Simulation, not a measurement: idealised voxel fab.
Process module name: voxel wiring stack
Cross-section cut spans 210 nm and uses square cells 5 nm in size.
In what follows, cross-sections appear as grids of square cells, described through bands that run from the top down, where every band is one or more rows of cells. Quick guide to a band line: top height, bottom height (nm) up front; then every material left to right with its width in nm. Only one material and it's marked "full width"? Then it fills the band edge to edge. And "empty" just means empty space. Heights are expressed relative to 0, this being the level below which the as-received wafer comprises one material exclusively. The lowest band is unbounded in the downward direction and is denoted as in "0 nm and below". It should be noted that a width expressed as "30 to 40" varies in equal increments from row to row of cells within the band, taking the value of the first number at the top row and that of the second number at the bottom row. Any step labelled "identical to before" changed none of the cells in the cross-section. This entry, "Enclosed cavities", enumerates those empty regions of no fewer than 8 cells that possess no open connection to the top. Each region is reported in the form width x height at distance, the distance being taken from the left edge, with all three quantities expressed in nm. The remark found on a step's line after its settings is issued by the simulator itself and pertains to that step. You can add "overlay nm" to a step's line. For a step with a mask, it describes how far the mask lay to the right of its planned position, and a negative number describes a lay to the left.
**List of planned process steps**
1 RECEIVE | material Si
2 CONFORMAL_DEP | material SiO2 | thk nm 15
3 DIRECTIONAL_DEP | material TiN | thk nm 5
4 DIRECTIONAL_DEP | material W | thk nm 20
5 MASKED_ETCH | tone cover | mask id METAL_1 | width nm 20 | pitch nm 35 | etch materials W | depth nm 20 | overlay nm 0
6 MASKED_ETCH | tone cover | mask id METAL_1 | width nm 20 | pitch nm 35 | etch materials TiN | depth nm 5 | overlay nm 0
7 CONFORMAL_DEP | material SiN | thk nm 5
8 FILL_DEP | material SiO2 | thk nm 5
9 CMP | height nm 40
10 CONFORMAL_DEP | material SiCN | thk nm 5
11 DIRECTIONAL_DEP | material SiO2 | thk nm 35
12 MASKED_ETCH | tone open | mask id METAL_2 | width nm 20 | pitch nm 35 | etch materials SiO2 | depth nm 20 | overlay nm 0
13 MASKED_ETCH | tone open | mask id METAL_2_HOLES | width nm 15 | etch materials SiO2 | depth nm 15 | overlay nm 0
14 MASKED_ETCH | tone open | mask id METAL_2_HOLES | width nm 15 | etch materials SiCN | depth nm 5 | overlay nm 0
15 CONFORMAL_DEP | material TiN | thk nm 5
16 FILL_DEP | material Cu | thk nm 5
17 CMP | height nm 80
18 CONFORMAL_DEP | material SiCN | thk nm 5
19 DIRECTIONAL_DEP | material SiO2 | thk nm 10
20 MASKED_ETCH | tone open | mask id PLUG_2 | width nm 15 | pitch nm 35 | etch materials SiO2 | depth nm 10 | overlay nm 0
21 MASKED_ETCH | tone open | mask id PLUG_2 | width nm 15 | pitch nm 35 | etch materials SiCN | depth nm 5 | overlay nm 0
22 EPI | material Ru | thk nm 10
23 EPI | material Ru | thk nm 5
24 CONFORMAL_DEP | material SiN | thk nm 5
25 DIRECTIONAL_DEP | material SiO2 | thk nm 15
26 PATTERN | tone open | mask id METAL_3 | material resist | width nm 20 | pitch nm 35 | thk nm 20 | overlay nm 0
27 DIRECTIONAL_ETCH | etch materials SiO2 | depth nm 15
28 DIRECTIONAL_ETCH | etch materials SiN | depth nm 5
29 STRIP | etch materials resist
30 CONFORMAL_DEP | material TiN | thk nm 5
31 FILL_DEP | material W | thk nm 10
32 CMP | height nm 115
33 CONFORMAL_DEP | material SiCN | thk nm 5
34 DIRECTIONAL_DEP | material SiO2 | thk nm 35
35 PATTERN | tone open | mask id METAL_4 | material resist | width nm 20 | pitch nm 35 | thk nm 20 | overlay nm 0
36 DIRECTIONAL_ETCH | etch materials SiO2 | depth nm 20
37 STRIP | etch materials resist
38 DIRECTIONAL_DEP | material aC | thk nm 10
39 PATTERN | tone open | mask id METAL_4_HOLES | material resist | width nm 15 | pitch nm 35 | thk nm 25 | overlay nm 0
40 DIRECTIONAL_ETCH | etch materials aC | depth nm 10
41 STRIP | etch materials resist
42 DIRECTIONAL_ETCH | etch materials SiO2 | depth nm 15
43 DIRECTIONAL_ETCH | etch materials SiCN | depth nm 5
44 STRIP | etch materials aC
45 CONFORMAL_DEP | material TiN | thk nm 5
46 FILL_DEP | material Cu | thk nm 10
47 CMP | height nm 155
48 CONFORMAL_DEP | material SiCN | thk nm 5
**Here's what the wafer looked like in cross-section when it arrived - that's after step 1**
    0 nm and below = Si full width
    Enclosed cavities: none
**Looking at the first of two wafers in cross-section at end of module - ran to plan**
    160 nm to 155 nm = SiCN full width
    155 nm to 140 nm = SiO2=75 | TiN=5 | Cu=10 | TiN=5 | SiO2=15 | TiN=5 | Cu=10 | TiN=5 | SiO2=80
    140 nm to 135 nm = SiO2=75 | TiN=5 | Cu=5 | TiN=10 | SiO2=15 | TiN=5 | Cu=5 | TiN=10 | SiO2=80
    135 nm to 120 nm = SiO2=75 | TiN=5 | Cu=5 | TiN=5 | SiO2=20 | TiN=5 | Cu=5 | TiN=5 | SiO2=85
    120 nm to 115 nm = SiCN=75 | TiN=15 | SiCN=20 | TiN=15 | SiCN=85
    115 nm to 100 nm = SiO2=75 | TiN=5 | W=10 | TiN=5 | SiO2=15 | TiN=5 | W=10 | TiN=5 | SiO2=80
    100 nm to 95 nm = SiN=75 | TiN=20 | SiN=15 | TiN=20 | SiN=80
    95 nm to 85 nm = SiO2=75 | Ru=15 | SiO2=20 | Ru=15 | SiO2=85
    85 nm to 80 nm = SiCN=75 | Ru=15 | SiCN=20 | Ru=15 | SiCN=85
    80 nm to 65 nm = SiO2=75 | TiN=5 | Cu=10 | TiN=5 | SiO2=15 | TiN=5 | Cu=10 | TiN=5 | SiO2=80
    65 nm to 60 nm = SiO2=75 | TiN=5 | Cu=5 | TiN=10 | SiO2=15 | TiN=20 | SiO2=80
    60 nm to 45 nm = SiO2=75 | TiN=5 | Cu=5 | TiN=5 | SiO2=120
    45 nm to 40 nm = SiCN=75 | TiN=15 | SiCN=120
    40 nm to 20 nm = SiO2=70 | SiN=5 | W=20 | SiN=5 | SiO2=5 | SiN=5 | W=20 | SiN=5 | SiO2=75
    20 nm to 15 nm = SiN=75 | TiN=20 | SiN=15 | TiN=20 | SiN=80
    15 nm to 0 nm = SiO2 full width
    0 nm and below = Si full width
    Enclosed cavities: none
**So this is wafer number two of the two, cut at the end of the module - it started where the first did and had the same plan, we just got one thing wrong running it**
    160 nm to 155 nm = SiCN full width
    155 nm to 140 nm = SiO2=70 | TiN=5 | Cu=10 | TiN=5 | SiO2=15 | TiN=5 | Cu=10 | TiN=5 | SiO2=85
    140 nm to 135 nm = SiO2=70 | TiN=10 | Cu=5 | TiN=5 | SiO2=15 | TiN=10 | Cu=5 | TiN=5 | SiO2=85
    135 nm to 120 nm = SiO2=75 | TiN=5 | Cu=5 | TiN=5 | SiO2=20 | TiN=5 | Cu=5 | TiN=5 | SiO2=85
    120 nm to 115 nm = SiCN=75 | TiN=15 | SiCN=20 | TiN=15 | SiCN=85
    115 nm to 100 nm = SiO2=75 | TiN=5 | W=10 | TiN=5 | SiO2=15 | TiN=5 | W=10 | TiN=5 | SiO2=80
    100 nm to 95 nm = SiN=75 | TiN=20 | SiN=15 | TiN=20 | SiN=80
    95 nm to 85 nm = SiO2=75 | Ru=15 | SiO2=20 | Ru=15 | SiO2=85
    85 nm to 80 nm = SiCN=75 | Ru=15 | SiCN=20 | Ru=15 | SiCN=85
    80 nm to 65 nm = SiO2=75 | TiN=5 | Cu=10 | TiN=5 | SiO2=15 | TiN=5 | Cu=10 | TiN=5 | SiO2=80
    65 nm to 60 nm = SiO2=75 | TiN=5 | Cu=5 | TiN=10 | SiO2=15 | TiN=20 | SiO2=80
    60 nm to 45 nm = SiO2=75 | TiN=5 | Cu=5 | TiN=5 | SiO2=120
    45 nm to 40 nm = SiCN=75 | TiN=15 | SiCN=120
    40 nm to 20 nm = SiO2=70 | SiN=5 | W=20 | SiN=5 | SiO2=5 | SiN=5 | W=20 | SiN=5 | SiO2=75
    20 nm to 15 nm = SiN=75 | TiN=20 | SiN=15 | TiN=20 | SiN=80
    15 nm to 0 nm = SiO2 full width
    0 nm and below = Si full width
    Enclosed cavities: none
Error vs. plan: step 35, actual vs plan mismatch, actual run PATTERN | tone open | mask id METAL_4 | material resist | width nm 20 | pitch nm 35 | thk nm 20 | overlay nm -5
at the end the second wafer has, in cells: as many of each material as the first, in other places
